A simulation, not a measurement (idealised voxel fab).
Process module, titled voxel ribs on slabs
For reference, the cross-section in this document is cut, with width 265 nm and square cells of 5 nm.
A cross-section in this document is a grid of square cells, and it is written down as bands, the top band listed before the ones below it; a band is made up of one or more rows of cells.
Band: top height; bottom height; in nm. Then, left to right: material with width in nm, for each material. "edge to edge": a single material spanning edge to edge. "air": empty space.
Note: height 0 marks the level under which the wafer is uniformly one material as received. Lowest band unbounded below, written "0 -> down".
Note: "30->40" means the width goes from the first number (top row of the band) to the second number (bottom row) in equal steps per row of cells.
Where the words "stayed the same" appear for a step, the cross-section shows no cell changed by that step; every cell remained as before.
"closed voids" means: voids of 8 cells or more that are shut off from the top with no open way through. Written width x height at distance, distance from the left edge, in nm.
Anything after a step's settings on that line? It's the simulator's own note about the step.
Among the settings permitted on a step's line is "overlay nm"; applied to a step with a mask, it specifies the extent to which the mask lay to the right of its planned position, whereas a negative figure signifies a position to the left.
# Steps planned for the process
1) RECEIVE [material Si]
2) DIRECTIONAL_DEP [material SiO2] [thk nm 25]
3) DIRECTIONAL_DEP [material polySi] [thk nm 15]
4) DIRECTIONAL_DEP [material aC] [thk nm 15]
5) PATTERN [tone cover] [mask id RIB] [material resist] [width nm 20] [thk nm 30] [overlay nm 0]
6) DIRECTIONAL_ETCH [etch materials aC] [depth nm 15]
7) STRIP [etch materials resist]
8) DIRECTIONAL_ETCH [etch materials polySi] [depth nm 5]
9) STRIP [etch materials aC]
10) DIRECTIONAL_DEP [material aC] [thk nm 10]
11) PATTERN [tone cover] [mask id SLAB] [material resist] [width nm 50] [thk nm 25] [overlay nm 0]
12) DIRECTIONAL_ETCH [etch materials aC] [depth nm 10]
13) STRIP [etch materials resist]
14) DIRECTIONAL_ETCH [etch materials polySi] [depth nm 10]
15) STRIP [etch materials aC]
16) FILL_DEP [material SiO2] [thk nm 30]
17) CMP [height nm 60]
18) DIRECTIONAL_DEP [material W] [thk nm 10]
19) MASKED_ETCH [tone cover] [mask id HEATER] [width nm 30] [etch materials W] [depth nm 10] [overlay nm 0]
20) CONFORMAL_DEP [material SiO2] [thk nm 10]
Across this set of wafers, the varied parameter is the depth nm of step 8. Starting conditions are identical for every wafer, and the plan reports the value assigned to the first wafer.
# As-received cross-section, first of several wafers, post step 1
  0 -> down | Si edge to edge
  closed voids: none
# Quick key for the table: a row per wafer, taken at the end of the module. For each material it tells you how many cells the wafer gained (+) or lost (-) since it came in, and the closed voids come after
depth nm 5, +726 SiO2, +12 W, +24 polySi, closed voids: none
depth nm 10, +732 SiO2, +12 W, +18 polySi, closed voids: none
depth nm 15, +738 SiO2, +12 W, +12 polySi, closed voids: none
depth nm 20, +738 SiO2, +12 W, +12 polySi, closed voids: none
